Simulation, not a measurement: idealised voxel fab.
process module | voxel transistor to metal
cross-section cut | 295 nm wide | cells 5 nm
A cross-section is a grid of square cells, given in bands from the top down. A band is one or more rows of cells.
Each band's line starts with the height of the band's top and of its bottom, in nm. Then come its materials from left to right, each with its width in nm. One material with "throughout" fills the band from edge to edge. "air" is empty space.
Height 0 is the level under which the wafer as received is all one material. The lowest band goes on downwards, as in "0 down".
A width such as "30 to 40" changes by the same amount from each row of cells to the next, from the band's top row to its bottom row.
"no change" after a step means that no cell of the cross-section changed.
closed voids: empty space of 8 cells or more with no open way to the top, each as width x height at its distance from the left edge, in nm
after a step's settings: what the simulator itself notes on the step
overlay nm, on a step with a mask: how far to the right of its planned place the mask lay; to the left if negative
plan
1 op RECEIVE | material Si
2 op CONFORMAL_DEP | material SiO2 | thk nm 5
3 op CONFORMAL_DEP | material SiN | thk nm 10
4 op DIRECTIONAL_DEP | material aC | thk nm 15
5 op PATTERN | tone cover | mask id ACTIVE | material resist | width nm 115 | pitch nm 145 | thk nm 30 | overlay nm 0
6 op DIRECTIONAL_ETCH | etch materials aC | depth nm 15
7 op STRIP | etch materials resist
8 op DIRECTIONAL_ETCH | etch materials SiN | depth nm 10
9 op DIRECTIONAL_ETCH | etch materials SiO2 | depth nm 5
10 op DIRECTIONAL_ETCH | etch materials Si | depth nm 30
11 op STRIP | etch materials aC
12 op OXIDIZE | depth nm 5
13 op FILL_DEP | material SiO2 | thk nm 5
14 op CMP | height nm 15
15 op SELECTIVE_ETCH | etch materials SiO2 | depth nm 10
16 op STRIP | etch materials SiN
17 op SELECTIVE_ETCH | etch materials SiO2 | depth nm 5
18 op OXIDIZE | depth nm 5
19 op DIRECTIONAL_DEP | material polySi | thk nm 20
20 op DIRECTIONAL_DEP | material SiCN | thk nm 10
21 op DIRECTIONAL_DEP | material aC | thk nm 15
22 op PATTERN | tone cover | mask id GATE | material resist | width nm 25 | pitch nm 145 | thk nm 30 | overlay nm 0
23 op DIRECTIONAL_ETCH | etch materials aC | depth nm 15
24 op STRIP | etch materials resist
25 op DIRECTIONAL_ETCH | etch materials SiCN | depth nm 20
26 op DIRECTIONAL_ETCH | etch materials polySi | depth nm 30
27 op STRIP | etch materials aC
28 op CONFORMAL_DEP | material SiN | thk nm 5
29 op DIRECTIONAL_ETCH | etch materials SiN | depth nm 5
30 op DIRECTIONAL_ETCH | etch materials SiO2 | depth nm 5
31 op DIRECTIONAL_ETCH | etch materials Si | depth nm 5
32 op EPI | material pSi | thk nm 5
33 op FILL_DEP | material SiO2 | thk nm 5
34 op CMP | height nm 20
35 op STRIP | etch materials polySi
36 op SELECTIVE_ETCH | etch materials SiO2 | depth nm 5
37 op CONFORMAL_DEP | material HfO2 | thk nm 5
38 op CONFORMAL_DEP | material TiN | thk nm 5
39 op FILL_DEP | material W | thk nm 10
40 op CMP | height nm 15
41 op DIRECTIONAL_DEP | material SiO2 | thk nm 10
42 op PATTERN | tone open | mask id CONTACT | material resist | width nm 20 | thk nm 15 | overlay nm 0
43 op DIRECTIONAL_ETCH | etch materials SiO2 | depth nm 30
44 op STRIP | etch materials resist
45 op CONFORMAL_DEP | material TiN | thk nm 5
46 op FILL_DEP | material W | thk nm 5
47 op CMP | height nm 25
48 op CONFORMAL_DEP | material SiN | thk nm 5
49 op DIRECTIONAL_DEP | material lowk | thk nm 20
50 op MASKED_ETCH | tone open | mask id METAL_1 | width nm 20 | etch materials lowk | depth nm 20 | overlay nm 0
51 op MASKED_ETCH | tone open | mask id METAL_1 | width nm 20 | etch materials SiN | depth nm 5 | overlay nm 0
52 op CONFORMAL_DEP | material TiN | thk nm 5
53 op FILL_DEP | material Cu | thk nm 5
54 op CMP | height nm 50
55 op EPI | material Ru | thk nm 5
56 op FILL_DEP | material SiCN | thk nm 5
57 op DIRECTIONAL_DEP | material lowk | thk nm 25
58 op MASKED_ETCH | tone open | mask id METAL_2_HOLES | width nm 15 | pitch nm 145 | etch materials lowk | depth nm 25 | overlay nm 0
59 op DIRECTIONAL_DEP | material aC | thk nm 15
60 op PATTERN | tone open | mask id METAL_2 | material resist | width nm 20 | pitch nm 145 | thk nm 35 | overlay nm 0
61 op DIRECTIONAL_ETCH | etch materials aC | depth nm 15
62 op STRIP | etch materials resist
63 op DIRECTIONAL_ETCH | etch materials lowk | depth nm 15
64 op DIRECTIONAL_ETCH | etch materials SiCN | depth nm 5
65 op STRIP | etch materials aC
66 op CONFORMAL_DEP | material TiN | thk nm 5
67 op FILL_DEP | material Cu | thk nm 10
68 op CMP | height nm 85
69 op CONFORMAL_DEP | material SiN | thk nm 5
as received, after step 1
  0 down: Si throughout
  closed voids: none
first wafer at the end, as planned
  90 to 85: SiN throughout
  85 to 75: lowk 25 | TiN 5 | Cu 10 | TiN 5 | lowk 125 | TiN 5 | Cu 10 | TiN 5 | lowk 105
  75 to 70: lowk 25 | TiN 5 | Cu 5 | TiN 10 | lowk 125 | TiN 5 | Cu 5 | TiN 10 | lowk 105
  70 to 60: lowk 25 | TiN 5 | Cu 5 | TiN 5 | lowk 130 | TiN 5 | Cu 5 | TiN 5 | lowk 110
  60 to 55: SiCN 25 | TiN 15 | SiCN 130 | TiN 15 | SiCN 110
  55 to 50: SiCN 20 | Ru 30 | SiCN 45 | Ru 30 | SiCN 40 | Ru 30 | SiCN 45 | Ru 30 | SiCN 25
  50 to 30: lowk 25 | TiN 5 | Cu 10 | TiN 5 | lowk 55 | TiN 5 | Cu 10 | TiN 5 | lowk 50 | TiN 5 | Cu 10 | TiN 5 | lowk 55 | TiN 5 | Cu 10 | TiN 5 | lowk 30
  30 to 25: SiN 25 | TiN 20 | SiN 55 | TiN 20 | SiN 50 | TiN 20 | SiN 55 | TiN 20 | SiN 30
  25 to 15: SiO2 25 | TiN 5 | W 10 | TiN 5 | SiO2 55 | TiN 5 | W 10 | TiN 5 | SiO2 50 | TiN 5 | W 10 | TiN 5 | SiO2 55 | TiN 5 | W 10 | TiN 5 | SiO2 30
  15 to 5: SiO2 25 | TiN 5 | W 10 | TiN 5 | SiO2 10 | SiN 5 | HfO2 5 | TiN 5 | W 5 | TiN 5 | HfO2 5 | SiN 5 | SiO2 10 | TiN 5 | W 10 | TiN 5 | SiO2 50 | TiN 5 | W 10 | TiN 5 | SiO2 10 | SiN 5 | HfO2 5 | TiN 5 | W 5 | TiN 5 | HfO2 5 | SiN 5 | SiO2 10 | TiN 5 | W 10 | TiN 5 | SiO2 30
  5 to 0: SiO2 25 | TiN 5 | W 10 | TiN 5 | SiO2 10 | SiN 5 | HfO2 5 | TiN 15 | HfO2 5 | SiN 5 | SiO2 10 | TiN 5 | W 10 | TiN 5 | SiO2 50 | TiN 5 | W 10 | TiN 5 | SiO2 10 | SiN 5 | HfO2 5 | TiN 15 | HfO2 5 | SiN 5 | SiO2 10 | TiN 5 | W 10 | TiN 5 | SiO2 30
  0 to -5: SiO2 25 | TiN 20 | SiO2 5 | pSi 5 | HfO2 35 | pSi 5 | SiO2 5 | TiN 20 | SiO2 50 | TiN 20 | SiO2 5 | pSi 5 | HfO2 35 | pSi 5 | SiO2 5 | TiN 20 | SiO2 30
  -5 to -10: SiO2 20 | pSi 35 | Si 35 | pSi 35 | SiO2 40 | pSi 35 | Si 35 | pSi 35 | SiO2 25
  -10 to -35: SiO2 20 | Si 105 | SiO2 40 | Si 105 | SiO2 25
  -35 down: Si throughout
  closed voids: none
second wafer at the end: like start, like plan, one mistake
  90 to 85: SiN throughout
  85 to 75: lowk 25 | TiN 5 | Cu 10 | TiN 5 | lowk 125 | TiN 5 | Cu 10 | TiN 5 | lowk 105
  75 to 70: lowk 25 | TiN 5 | Cu 5 | TiN 10 | lowk 125 | TiN 5 | Cu 5 | TiN 10 | lowk 105
  70 to 60: lowk 25 | TiN 5 | Cu 5 | TiN 5 | lowk 130 | TiN 5 | Cu 5 | TiN 5 | lowk 110
  60 to 55: SiCN 25 | TiN 15 | SiCN 130 | TiN 15 | SiCN 110
  55 to 50: SiCN 20 | Ru 30 | SiCN 45 | Ru 30 | SiCN 40 | Ru 30 | SiCN 45 | Ru 30 | SiCN 25
  50 to 30: lowk 25 | TiN 5 | Cu 10 | TiN 5 | lowk 55 | TiN 5 | Cu 10 | TiN 5 | lowk 50 | TiN 5 | Cu 10 | TiN 5 | lowk 55 | TiN 5 | Cu 10 | TiN 5 | lowk 30
  30 to 25: SiN 25 | TiN 20 | SiN 55 | TiN 20 | SiN 50 | TiN 20 | SiN 55 | TiN 20 | SiN 30
  25 to 15: SiO2 25 | TiN 5 | W 10 | TiN 5 | SiO2 55 | TiN 5 | W 10 | TiN 5 | SiO2 50 | TiN 5 | W 10 | TiN 5 | SiO2 55 | TiN 5 | W 10 | TiN 5 | SiO2 30
  15 to 0: SiO2 25 | TiN 5 | W 10 | TiN 5 | SiO2 10 | SiN 5 | TiN 5 | W 15 | TiN 5 | SiN 5 | SiO2 10 | TiN 5 | W 10 | TiN 5 | SiO2 50 | TiN 5 | W 10 | TiN 5 | SiO2 10 | SiN 5 | TiN 5 | W 15 | TiN 5 | SiN 5 | SiO2 10 | TiN 5 | W 10 | TiN 5 | SiO2 30
  0 to -5: SiO2 25 | TiN 20 | SiO2 5 | pSi 5 | TiN 35 | pSi 5 | SiO2 5 | TiN 20 | SiO2 50 | TiN 20 | SiO2 5 | pSi 5 | TiN 35 | pSi 5 | SiO2 5 | TiN 20 | SiO2 30
  -5 to -10: SiO2 20 | pSi 35 | Si 35 | pSi 35 | SiO2 40 | pSi 35 | Si 35 | pSi 35 | SiO2 25
  -10 to -35: SiO2 20 | Si 105 | SiO2 40 | Si 105 | SiO2 25
  -35 down: Si throughout
  closed voids: none
what went wrong: step 37 was left out
at the end the second wafer has, in cells: 26 fewer of HfO2 | 12 more of TiN | 14 more of W
